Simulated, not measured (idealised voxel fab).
process module | voxel capacitor over wiring
This is section cut - it's 220 nm across, gridded in 5 nm square cells.
Heads up, the way a cross-section reads in here is a grid of square cells, handed over as bands from the top down, with every band being one or more rows of cells. Look at the band entry: it leads with the top's height and the bottom's height in nm. Then it lists the materials left to right, with a width in nm for each. The word "full width" on a single material says that material fills the band edge to edge. The word "air" is empty space. Convention: height 0 is the level below which the wafer, as received, is all one material. The lowest band does not terminate at the bottom but continues downward, represented as "top 0, no bottom". Width: "30..40" (first number = top row, second number = bottom row, same change from row to row of cells). When a step is marked "nothing was modified", none of the cells in the cross-section changed during that step. Enclosed cavities: empty space of 8 cells or more with no open way to the top, each as width x height at its distance from the left edge, in nm. On each step's line, the part that comes after the settings is the simulator's own comment on the step. "overlay nm" on a masked step: distance the mask lay right of its planned place, negative for left.
# Steps planned for the process
| 1 | op RECEIVE | material Si |
| 2 | op CONFORMAL_DEP | material SiO2 | thk nm 10 |
| 3 | op DIRECTIONAL_DEP | material TiN | thk nm 5 |
| 4 | op DIRECTIONAL_DEP | material W | thk nm 20 |
| 5 | op DIRECTIONAL_DEP | material aC | thk nm 10 |
| 6 | op PATTERN | tone cover | mask id METAL_1 | material resist | width nm 20 | pitch nm 70 | thk nm 30 | overlay nm 0 |
| 7 | op DIRECTIONAL_ETCH | etch materials aC | depth nm 10 |
| 8 | op STRIP | etch materials resist |
| 9 | op DIRECTIONAL_ETCH | etch materials W | depth nm 20 |
| 10 | op DIRECTIONAL_ETCH | etch materials TiN | depth nm 5 |
| 11 | op STRIP | etch materials aC |
| 12 | op FILL_DEP | material SiO2 | thk nm 10 |
| 13 | op CMP | height nm 35 |
| 14 | op CONFORMAL_DEP | material SiCN | thk nm 5 |
| 15 | op DIRECTIONAL_DEP | material SiO2 | thk nm 20 |
| 16 | op PATTERN | tone open | mask id PLUG_1 | material resist | width nm 15 | thk nm 20 | overlay nm 0 |
| 17 | op DIRECTIONAL_ETCH | etch materials SiO2 | depth nm 20 |
| 18 | op DIRECTIONAL_ETCH | etch materials SiCN | depth nm 5 |
| 19 | op STRIP | etch materials resist |
| 20 | op CONFORMAL_DEP | material TiN | thk nm 5 |
| 21 | op FILL_DEP | material Cu | thk nm 5 |
| 22 | op CMP | height nm 60 |
| 23 | op DIRECTIONAL_DEP | material TiN | thk nm 10 |
| 24 | op DIRECTIONAL_DEP | material HfO2 | thk nm 5 |
| 25 | op DIRECTIONAL_DEP | material TiN | thk nm 5 |
| 26 | op MASKED_ETCH | tone cover | mask id UPPER_PLATE | width nm 55 | etch materials TiN | depth nm 5 | overlay nm 0 |
| 27 | op MASKED_ETCH | tone cover | mask id UPPER_PLATE | width nm 55 | etch materials HfO2 | depth nm 5 | overlay nm 0 |
| 28 | op MASKED_ETCH | tone cover | mask id LOWER_PLATE | width nm 65 | etch materials TiN | depth nm 10 | overlay nm 0 |
| 29 | op FILL_DEP | material SiO2 | thk nm 20 |
| 30 | op CMP | height nm 95 |
| 31 | op PATTERN | tone open | mask id PLUG_2 | material resist | width nm 15 | thk nm 15 | overlay nm 0 |
| 32 | op DIRECTIONAL_ETCH | etch materials SiO2 | depth nm 15 |
| 33 | op STRIP | etch materials resist |
| 34 | op CONFORMAL_DEP | material TiN | thk nm 5 |
| 35 | op FILL_DEP | material Cu | thk nm 10 |
| 36 | op CMP | height nm 95 |
| 37 | op CONFORMAL_DEP | material SiN | thk nm 5 |
# Wafer at receipt (post step 1), cross-section
top 0, no bottom = Si full width
Enclosed cavities: none
# Final wafer profile in cross-section after the module, from the same start and plan as above, with one mistake made during processing
top 100, bottom 95 = SiN full width
top 95, bottom 85 = 75 nm SiO2, 5 nm TiN, 15 nm Cu, 5 nm TiN, 120 nm SiO2
top 85, bottom 75 = 75..70 nm SiO2, 25..55 nm TiN, 120..95 nm SiO2
top 75, bottom 70 = 70 nm SiO2, 55 nm HfO2, 95 nm SiO2
top 70, bottom 60 = 65 nm SiO2, 65 nm TiN, 90 nm SiO2
top 60, bottom 40 = 70 nm SiO2, 5 nm TiN, 5 nm Cu, 5 nm TiN, 135 nm SiO2
top 40, bottom 35 = 70 nm SiCN, 15 nm TiN, 135 nm SiCN
top 35, bottom 15 = 65 nm SiO2, 20 nm W, 50 nm SiO2, 20 nm W, 65 nm SiO2
top 15, bottom 10 = 65 nm SiO2, 20 nm TiN, 50 nm SiO2, 20 nm TiN, 65 nm SiO2
top 10, bottom 0 = SiO2 full width
top 0, no bottom = Si full width
Enclosed cavities: none
Want to know what went wrong? step 31 was not run as planned; what actually ran was op PATTERN | tone open | mask id PLUG_2 | material resist | width nm 25 | thk nm 15 | overlay nm 0
